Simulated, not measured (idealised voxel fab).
The following process module bears the name voxel wiring stack.
Cross-sectional view cut (width: 215 nm; square cell size: 5 nm).
Cross-section, as written here: a square-cell grid given band by band from the top down, where a band holds one or more rows of cells.
Top height, bottom height, nm. Materials left to right, width each, nm. Single material + "full width" = fills band edge to edge. "empty" = empty.
Convention: height 0 is the level below which the wafer, as received, is all one material. The lowest band does not terminate at the bottom but continues downward, represented as "0 -> down".
Quick explanation for "30->40": the width changes in equal steps down the rows of cells, from the first number in the band's top row to the second number in its bottom row.
Take "remained the same" at face value: in the step it is given for, the cross-section changed in none of its cells.
"Fully closed voids": empty spaces of 8 cells or more with no open way to the top, each given as width x height at distance, distance from the left edge, all in nm.
What comes after the settings on a step's line is commentary from the simulator itself on that step.
When a step includes a mask, the "overlay nm" setting on its line states how far to the right of its planned place that mask lay, and negative values state how far to the left.
### The steps planned for the process are as follows
1: RECEIVE [material Si]
2: CONFORMAL_DEP [material SiO2] [thk nm 15]
3: CONFORMAL_DEP [material SiCN] [thk nm 5]
4: DIRECTIONAL_DEP [material SiO2] [thk nm 25]
5: PATTERN [tone open] [mask id METAL_1] [material resist] [width nm 20] [pitch nm 45] [thk nm 15] [overlay nm 0]
6: DIRECTIONAL_ETCH [etch materials SiO2] [depth nm 25]
7: DIRECTIONAL_ETCH [etch materials SiCN] [depth nm 5]
8: STRIP [etch materials resist]
9: CONFORMAL_DEP [material TiN] [thk nm 5]
10: FILL_DEP [material W] [thk nm 10]
11: CMP [height nm 45]
12: CONFORMAL_DEP [material SiCN] [thk nm 5]
13: DIRECTIONAL_DEP [material lowk] [thk nm 10]
14: PATTERN [tone open] [mask id PLUG_1] [material resist] [width nm 15] [pitch nm 90] [thk nm 20] [overlay nm 0]
15: DIRECTIONAL_ETCH [etch materials lowk] [depth nm 10]
16: DIRECTIONAL_ETCH [etch materials SiCN] [depth nm 5]
17: STRIP [etch materials resist]
18: CONFORMAL_DEP [material TiN] [thk nm 5]
19: FILL_DEP [material Cu] [thk nm 5]
20: CMP [height nm 60]
21: CONFORMAL_DEP [material SiCN] [thk nm 5]
22: DIRECTIONAL_DEP [material lowk] [thk nm 20]
23: DIRECTIONAL_DEP [material aC] [thk nm 15]
24: PATTERN [tone open] [mask id METAL_2] [material resist] [width nm 20] [pitch nm 45] [thk nm 30] [overlay nm 0]
25: DIRECTIONAL_ETCH [etch materials aC] [depth nm 15]
26: STRIP [etch materials resist]
27: DIRECTIONAL_ETCH [etch materials lowk] [depth nm 20]
28: DIRECTIONAL_ETCH [etch materials SiCN] [depth nm 5]
29: STRIP [etch materials aC]
30: CONFORMAL_DEP [material TiN] [thk nm 5]
31: FILL_DEP [material Ru] [thk nm 10]
32: CMP [height nm 85]
33: CONFORMAL_DEP [material SiCN] [thk nm 5]
34: DIRECTIONAL_DEP [material SiO2] [thk nm 30]
35: PATTERN [tone open] [mask id METAL_3] [material resist] [width nm 20] [pitch nm 45] [thk nm 20] [overlay nm 0]
36: DIRECTIONAL_ETCH [etch materials SiO2] [depth nm 20]
37: STRIP [etch materials resist]
38: MASKED_ETCH [tone open] [mask id METAL_3_HOLES] [width nm 15] [pitch nm 90] [etch materials SiO2] [depth nm 10] [overlay nm 0]
39: MASKED_ETCH [tone open] [mask id METAL_3_HOLES] [width nm 15] [pitch nm 90] [etch materials SiCN] [depth nm 5] [overlay nm 0]
40: CONFORMAL_DEP [material TiN] [thk nm 5]
41: FILL_DEP [material Cu] [thk nm 5]
42: CMP [height nm 120]
43: CONFORMAL_DEP [material SiCN] [thk nm 5]
### Incoming wafer, cross-sectional view, post step 1
- 0 -> down = Si full width
- Fully closed voids: none
### First of two wafers at the end of the module, shown in cross-section; run carried out as planned
- 125 -> 120 = SiCN full width
- 120 -> 105 = 50 of SiO2, then 5 of TiN, then 10 of Cu, then 5 of TiN, then 25 of SiO2, then 5 of TiN, then 10 of Cu, then 5 of TiN, then 25 of SiO2, then 5 of TiN, then 10 of Cu, then 5 of TiN, then 55 of SiO2
- 105 -> 100 = 50 of SiO2, then 5 of TiN, then 5 of Cu, then 10 of TiN, then 25 of SiO2, then 20 of TiN, then 25 of SiO2, then 5 of TiN, then 5 of Cu, then 10 of TiN, then 55 of SiO2
- 100 -> 90 = 50 of SiO2, then 5 of TiN, then 5 of Cu, then 5 of TiN, then 75 of SiO2, then 5 of TiN, then 5 of Cu, then 5 of TiN, then 60 of SiO2
- 90 -> 85 = 50 of SiCN, then 15 of TiN, then 75 of SiCN, then 15 of TiN, then 60 of SiCN
- 85 -> 65 = 50 of lowk, then 5 of TiN, then 10 of Ru, then 5 of TiN, then 25 of lowk, then 5 of TiN, then 10 of Ru, then 5 of TiN, then 25 of lowk, then 5 of TiN, then 10 of Ru, then 5 of TiN, then 55 of lowk
- 65 -> 60 = 50 of SiCN, then 20 of TiN, then 25 of SiCN, then 20 of TiN, then 25 of SiCN, then 20 of TiN, then 55 of SiCN
- 60 -> 50 = 50 of lowk, then 5 of TiN, then 5 of Cu, then 5 of TiN, then 75 of lowk, then 5 of TiN, then 5 of Cu, then 5 of TiN, then 60 of lowk
- 50 -> 45 = 50 of SiCN, then 15 of TiN, then 75 of SiCN, then 15 of TiN, then 60 of SiCN
- 45 -> 20 = 50 of SiO2, then 5 of TiN, then 10 of W, then 5 of TiN, then 25 of SiO2, then 5 of TiN, then 10 of W, then 5 of TiN, then 25 of SiO2, then 5 of TiN, then 10 of W, then 5 of TiN, then 55 of SiO2
- 20 -> 15 = 50 of SiCN, then 20 of TiN, then 25 of SiCN, then 20 of TiN, then 25 of SiCN, then 20 of TiN, then 55 of SiCN
- 15 -> 0 = SiO2 full width
- 0 -> down = Si full width
- Fully closed voids: none
### Wafer two, sectioned after the module: the first wafer's start, the first wafer's plan, and one mistake in how it was run
- 125 -> 120 = SiCN full width
- 120 -> 105 = 50 of SiO2, then 5 of TiN, then 10 of Cu, then 5 of TiN, then 25 of SiO2, then 5 of TiN, then 10 of Cu, then 5 of TiN, then 25 of SiO2, then 5 of TiN, then 10 of Cu, then 5 of TiN, then 55 of SiO2
- 105 -> 100 = 50 of SiO2, then 5 of TiN, then 5 of Cu, then 10 of TiN, then 25 of SiO2, then 20 of TiN, then 25 of SiO2, then 5 of TiN, then 5 of Cu, then 10 of TiN, then 55 of SiO2
- 100 -> 90 = 50 of SiO2, then 5 of TiN, then 5 of Cu, then 5 of TiN, then 75 of SiO2, then 5 of TiN, then 5 of Cu, then 5 of TiN, then 60 of SiO2
- 90 -> 85 = 50 of SiCN, then 15 of TiN, then 75 of SiCN, then 15 of TiN, then 60 of SiCN
- 85 -> 65 = 45 of Ru, then 5 of TiN, then 20 of lowk, then 5 of TiN, then 15 of Ru, then 5 of TiN, then 20 of lowk, then 5 of TiN, then 15 of Ru, then 5 of TiN, then 20 of lowk, then 5 of TiN, then 50 of Ru
- 65 -> 60 = 50 of TiN, then 20 of SiCN, then 25 of TiN, then 20 of SiCN, then 25 of TiN, then 20 of SiCN, then 55 of TiN
- 60 -> 50 = 50 of lowk, then 5 of TiN, then 5 of Cu, then 5 of TiN, then 75 of lowk, then 5 of TiN, then 5 of Cu, then 5 of TiN, then 60 of lowk
- 50 -> 45 = 50 of SiCN, then 15 of TiN, then 75 of SiCN, then 15 of TiN, then 60 of SiCN
- 45 -> 20 = 50 of SiO2, then 5 of TiN, then 10 of W, then 5 of TiN, then 25 of SiO2, then 5 of TiN, then 10 of W, then 5 of TiN, then 25 of SiO2, then 5 of TiN, then 10 of W, then 5 of TiN, then 55 of SiO2
- 20 -> 15 = 50 of SiCN, then 20 of TiN, then 25 of SiCN, then 20 of TiN, then 25 of SiCN, then 20 of TiN, then 55 of SiCN
- 15 -> 0 = SiO2 full width
- 0 -> down = Si full width
- Fully closed voids: none
The plan and the run diverged here: step 24 ran as: PATTERN [tone cover] [mask id METAL_2] [material resist] [width nm 20] [pitch nm 45] [thk nm 30] [overlay nm 0]
End check, counted in cells, second wafer has more or fewer of these materials than the first: 76 more of Ru; 19 fewer of SiCN; 19 more of TiN; 76 fewer of lowk
